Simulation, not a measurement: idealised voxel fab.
This is a process module. Its name is voxel transistor to metal.
cross-section cut | 275 nm wide | cells 5 nm
Format of a cross-section: grid, square cells. Given as bands. Order: top down. Band: one or more rows of cells. A band entry consists of two parts. The first gives the height of the band's top and the height of its bottom, in nm. The rest lists the band's materials from left to right, each with its width in nm. A single material labelled with the word "edge to edge" fills the band from edge to edge, and the word "air" marks empty space. Zero point of the height axis is 0; under it, received wafer = one material. Lowest band: continues down indefinitely, "z 0 and below". It should be noted that a width expressed as "30..40" varies in equal increments from row to row of cells within the band, taking the value of the first number at the top row and that of the second number at the bottom row. Any step labelled "nothing altered" changed none of the cells in the cross-section. Reported under the label "Tabulated closed voids" are the empty spaces having no open way to the top and comprising 8 cells or more; the notation for each is width x height at distance, in which the distance is measured from the left edge and all three values are in nm. That trailing text on a step's line, after the settings, is the simulator's own remark on the step. A step's line can hold "overlay nm"; with a mask on that step, the setting says how far right of the planned place the mask lay, while a negative setting says it lay to the left.
Below is the list of planned process steps
1) RECEIVE [material Si]
2) OXIDIZE [depth nm 5]
3) CONFORMAL_DEP [material SiN] [thk nm 10]
4) PATTERN [tone cover] [mask id ACTIVE] [material resist] [width nm 105] [pitch nm 135] [thk nm 20] [overlay nm 0]
5) DIRECTIONAL_ETCH [etch materials SiN] [depth nm 10]
6) DIRECTIONAL_ETCH [etch materials SiO2] [depth nm 5]
7) DIRECTIONAL_ETCH [etch materials Si] [depth nm 35]
8) STRIP [etch materials resist]
9) FILL_DEP [material SiO2] [thk nm 15]
10) CMP [height nm 10]
11) SELECTIVE_ETCH [etch materials SiO2] [depth nm 5]
12) STRIP [etch materials SiN]
13) SELECTIVE_ETCH [etch materials SiO2] [depth nm 5]
14) OXIDIZE [depth nm 5]
15) DIRECTIONAL_DEP [material polySi] [thk nm 30]
16) DIRECTIONAL_DEP [material SiCN] [thk nm 15]
17) PATTERN [tone cover] [mask id GATE] [material resist] [width nm 35] [pitch nm 135] [thk nm 15] [overlay nm 0]
18) DIRECTIONAL_ETCH [etch materials SiCN] [depth nm 25]
19) DIRECTIONAL_ETCH [etch materials polySi] [depth nm 40]
20) STRIP [etch materials resist]
21) CONFORMAL_DEP [material SiO2] [thk nm 5]
22) DIRECTIONAL_ETCH [etch materials SiO2] [depth nm 5]
23) CONFORMAL_DEP [material SiN] [thk nm 5]
24) DIRECTIONAL_ETCH [etch materials SiN] [depth nm 5]
25) DIRECTIONAL_ETCH [etch materials SiO2] [depth nm 5]
26) DIRECTIONAL_ETCH [etch materials Si] [depth nm 10]
27) EPI [material nSi] [thk nm 10]
28) FILL_DEP [material SiO2] [thk nm 10]
29) CMP [height nm 25]
30) STRIP [etch materials polySi]
31) SELECTIVE_ETCH [etch materials SiO2] [depth nm 5]
32) CONFORMAL_DEP [material HfO2] [thk nm 5]
33) CONFORMAL_DEP [material TiN] [thk nm 5]
34) FILL_DEP [material W] [thk nm 10]
35) CMP [height nm 20]
36) DIRECTIONAL_DEP [material SiO2] [thk nm 10]
37) PATTERN [tone open] [mask id CONTACT] [material resist] [width nm 15] [thk nm 15] [overlay nm 0]
38) DIRECTIONAL_ETCH [etch materials SiO2] [depth nm 30]
39) STRIP [etch materials resist]
40) CONFORMAL_DEP [material TiN] [thk nm 5]
41) FILL_DEP [material W] [thk nm 10]
42) CMP [height nm 30]
43) DIRECTIONAL_DEP [material TiN] [thk nm 5]
44) DIRECTIONAL_DEP [material Ru] [thk nm 25]
45) DIRECTIONAL_DEP [material aC] [thk nm 15]
46) PATTERN [tone cover] [mask id METAL_1] [material resist] [width nm 15] [thk nm 35] [overlay nm 0]
47) DIRECTIONAL_ETCH [etch materials aC] [depth nm 15]
48) STRIP [etch materials resist]
49) DIRECTIONAL_ETCH [etch materials Ru] [depth nm 25]
50) DIRECTIONAL_ETCH [etch materials TiN] [depth nm 5]
51) STRIP [etch materials aC]
52) FILL_DEP [material SiO2] [thk nm 5]
53) CMP [height nm 60]
54) CONFORMAL_DEP [material SiCN] [thk nm 5]
55) DIRECTIONAL_DEP [material SiO2] [thk nm 30]
56) MASKED_ETCH [tone open] [mask id METAL_2] [width nm 15] [pitch nm 135] [etch materials SiO2] [depth nm 15] [overlay nm 0]
57) DIRECTIONAL_DEP [material aC] [thk nm 15]
58) PATTERN [tone open] [mask id METAL_2_HOLES] [material resist] [width nm 15] [pitch nm 135] [thk nm 30] [overlay nm -5]
59) DIRECTIONAL_ETCH [etch materials aC] [depth nm 15]
60) STRIP [etch materials resist]
61) DIRECTIONAL_ETCH [etch materials SiO2] [depth nm 15]
62) DIRECTIONAL_ETCH [etch materials SiCN] [depth nm 5]
63) STRIP [etch materials aC]
64) CONFORMAL_DEP [material TiN] [thk nm 5]
65) FILL_DEP [material Cu] [thk nm 10]
66) CMP [height nm 95]
67) CONFORMAL_DEP [material SiN] [thk nm 5]
Among the wafers covered here, the point of difference is the overlay nm at step 58; their starting state is shared, and the plan presents the value of the first wafer.
Incoming state of the first of several wafers in cross-section: after step 1
	z 0 and below = Si edge to edge
	Tabulated closed voids: none
First wafer of several, cross-section, module end, after step 67 (last)
	z 100 to 95 = SiN edge to edge
	z 95 to 85 = SiO2: 15 / TiN: 5 / Cu: 10 / TiN: 5 / SiO2: 115 / TiN: 5 / Cu: 10 / TiN: 5 / SiO2: 105
	z 85 to 80 = SiO2: 15 / TiN: 20 / SiO2: 115 / TiN: 20 / SiO2: 105
	z 80 to 65 = SiO2: 20 / TiN: 10 / SiO2: 125 / TiN: 10 / SiO2: 110
	z 65 to 60 = SiCN: 20 / TiN: 10 / SiCN: 125 / TiN: 10 / SiCN: 110
	z 60 to 35 = SiO2: 20 / Ru: 15 / SiO2: 65 / Ru: 15 / SiO2: 40 / Ru: 15 / SiO2: 65 / Ru: 15 / SiO2: 25
	z 35 to 30 = SiO2: 20 / TiN: 15 / SiO2: 65 / TiN: 15 / SiO2: 40 / TiN: 15 / SiO2: 65 / TiN: 15 / SiO2: 25
	z 30 to 20 = SiO2: 20 / TiN: 5 / W: 5 / TiN: 5 / SiO2: 65 / TiN: 5 / W: 5 / TiN: 5 / SiO2: 40 / TiN: 5 / W: 5 / TiN: 5 / SiO2: 65 / TiN: 5 / W: 5 / TiN: 5 / SiO2: 25
	z 20 to 5 = SiO2: 20 / TiN: 5 / W: 5 / TiN: 5 / SiO2: 5 / SiN: 5 / HfO2: 5 / TiN: 5 / W: 25 / TiN: 5 / HfO2: 5 / SiN: 5 / SiO2: 5 / TiN: 5 / W: 5 / TiN: 5 / SiO2: 40 / TiN: 5 / W: 5 / TiN: 5 / SiO2: 5 / SiN: 5 / HfO2: 5 / TiN: 5 / W: 25 / TiN: 5 / HfO2: 5 / SiN: 5 / SiO2: 5 / TiN: 5 / W: 5 / TiN: 5 / SiO2: 25
	z 5 to 0 = SiO2: 20 / TiN: 15 / SiO2: 5 / SiN: 5 / HfO2: 5 / TiN: 5 / W: 25 / TiN: 5 / HfO2: 5 / SiN: 5 / SiO2: 5 / TiN: 15 / SiO2: 40 / TiN: 15 / SiO2: 5 / SiN: 5 / HfO2: 5 / TiN: 5 / W: 25 / TiN: 5 / HfO2: 5 / SiN: 5 / SiO2: 5 / TiN: 15 / SiO2: 25
	z 0 to -5 = SiO2: 15 / SiN: 5 / nSi: 20 / SiN: 5 / HfO2: 5 / TiN: 35 / HfO2: 5 / SiN: 5 / nSi: 20 / SiN: 5 / SiO2: 30 / SiN: 5 / nSi: 20 / SiN: 5 / HfO2: 5 / TiN: 35 / HfO2: 5 / SiN: 5 / nSi: 20 / SiN: 5 / SiO2: 20
	z -5 to -10 = SiO2: 20 / nSi: 20 / SiO2: 5 / HfO2: 45 / SiO2: 5 / nSi: 20 / SiO2: 40 / nSi: 20 / SiO2: 5 / HfO2: 45 / SiO2: 5 / nSi: 20 / SiO2: 25
	z -10 to -20 = SiO2: 15 / Si: 5 / nSi: 20 / Si: 55 / nSi: 20 / Si: 5 / SiO2: 30 / Si: 5 / nSi: 20 / Si: 55 / nSi: 20 / Si: 5 / SiO2: 20
	z -20 to -40 = SiO2: 15 / Si: 105 / SiO2: 30 / Si: 105 / SiO2: 20
	z -40 and below = Si edge to edge
	Tabulated closed voids: none
Wafer cross-section (last wafer, module end)
	z 100 to 95 = SiN edge to edge
	z 95 to 85 = SiO2: 20 / TiN: 5 / Cu: 20 / TiN: 5 / SiO2: 105 / TiN: 5 / Cu: 20 / TiN: 5 / SiO2: 90
	z 85 to 80 = SiO2: 20 / TiN: 30 / SiO2: 105 / TiN: 30 / SiO2: 90
	z 80 to 65 = SiO2 edge to edge
	z 65 to 60 = SiCN edge to edge
	z 60 to 35 = SiO2: 20 / Ru: 15 / SiO2: 65 / Ru: 15 / SiO2: 40 / Ru: 15 / SiO2: 65 / Ru: 15 / SiO2: 25
	z 35 to 30 = SiO2: 20 / TiN: 15 / SiO2: 65 / TiN: 15 / SiO2: 40 / TiN: 15 / SiO2: 65 / TiN: 15 / SiO2: 25
	z 30 to 20 = SiO2: 20 / TiN: 5 / W: 5 / TiN: 5 / SiO2: 65 / TiN: 5 / W: 5 / TiN: 5 / SiO2: 40 / TiN: 5 / W: 5 / TiN: 5 / SiO2: 65 / TiN: 5 / W: 5 / TiN: 5 / SiO2: 25
	z 20 to 5 = SiO2: 20 / TiN: 5 / W: 5 / TiN: 5 / SiO2: 5 / SiN: 5 / HfO2: 5 / TiN: 5 / W: 25 / TiN: 5 / HfO2: 5 / SiN: 5 / SiO2: 5 / TiN: 5 / W: 5 / TiN: 5 / SiO2: 40 / TiN: 5 / W: 5 / TiN: 5 / SiO2: 5 / SiN: 5 / HfO2: 5 / TiN: 5 / W: 25 / TiN: 5 / HfO2: 5 / SiN: 5 / SiO2: 5 / TiN: 5 / W: 5 / TiN: 5 / SiO2: 25
	z 5 to 0 = SiO2: 20 / TiN: 15 / SiO2: 5 / SiN: 5 / HfO2: 5 / TiN: 5 / W: 25 / TiN: 5 / HfO2: 5 / SiN: 5 / SiO2: 5 / TiN: 15 / SiO2: 40 / TiN: 15 / SiO2: 5 / SiN: 5 / HfO2: 5 / TiN: 5 / W: 25 / TiN: 5 / HfO2: 5 / SiN: 5 / SiO2: 5 / TiN: 15 / SiO2: 25
	z 0 to -5 = SiO2: 15 / SiN: 5 / nSi: 20 / SiN: 5 / HfO2: 5 / TiN: 35 / HfO2: 5 / SiN: 5 / nSi: 20 / SiN: 5 / SiO2: 30 / SiN: 5 / nSi: 20 / SiN: 5 / HfO2: 5 / TiN: 35 / HfO2: 5 / SiN: 5 / nSi: 20 / SiN: 5 / SiO2: 20
	z -5 to -10 = SiO2: 20 / nSi: 20 / SiO2: 5 / HfO2: 45 / SiO2: 5 / nSi: 20 / SiO2: 40 / nSi: 20 / SiO2: 5 / HfO2: 45 / SiO2: 5 / nSi: 20 / SiO2: 25
	z -10 to -20 = SiO2: 15 / Si: 5 / nSi: 20 / Si: 55 / nSi: 20 / Si: 5 / SiO2: 30 / Si: 5 / nSi: 20 / Si: 55 / nSi: 20 / Si: 5 / SiO2: 20
	z -20 to -40 = SiO2: 15 / Si: 105 / SiO2: 30 / Si: 105 / SiO2: 20
	z -40 and below = Si edge to edge
	Tabulated closed voids: none
Take any row and you have a wafer at the end of the module: how many cells of each material it has gained (+) or lost (-) since it was received, and then its closed voids
overlay nm -5 | +8 Cu | +38 HfO2 | +60 Ru | -220 Si | +51 SiCN | +79 SiN | +834 SiO2 | +126 TiN | +60 W | +64 nSi | Tabulated closed voids: none
overlay nm 0 | +12 Cu | +38 HfO2 | +60 Ru | -220 Si | +49 SiCN | +79 SiN | +834 SiO2 | +124 TiN | +60 W | +64 nSi | Tabulated closed voids: none
overlay nm 5 | +8 Cu | +38 HfO2 | +60 Ru | -220 Si | +51 SiCN | +79 SiN | +834 SiO2 | +126 TiN | +60 W | +64 nSi | Tabulated closed voids: none
overlay nm 10 | +12 Cu | +38 HfO2 | +60 Ru | -220 Si | +53 SiCN | +79 SiN | +834 SiO2 | +120 TiN | +60 W | +64 nSi | Tabulated closed voids: none
overlay nm 15 | +16 Cu | +38 HfO2 | +60 Ru | -220 Si | +55 SiCN | +79 SiN | +834 SiO2 | +114 TiN | +60 W | +64 nSi | Tabulated closed voids: none
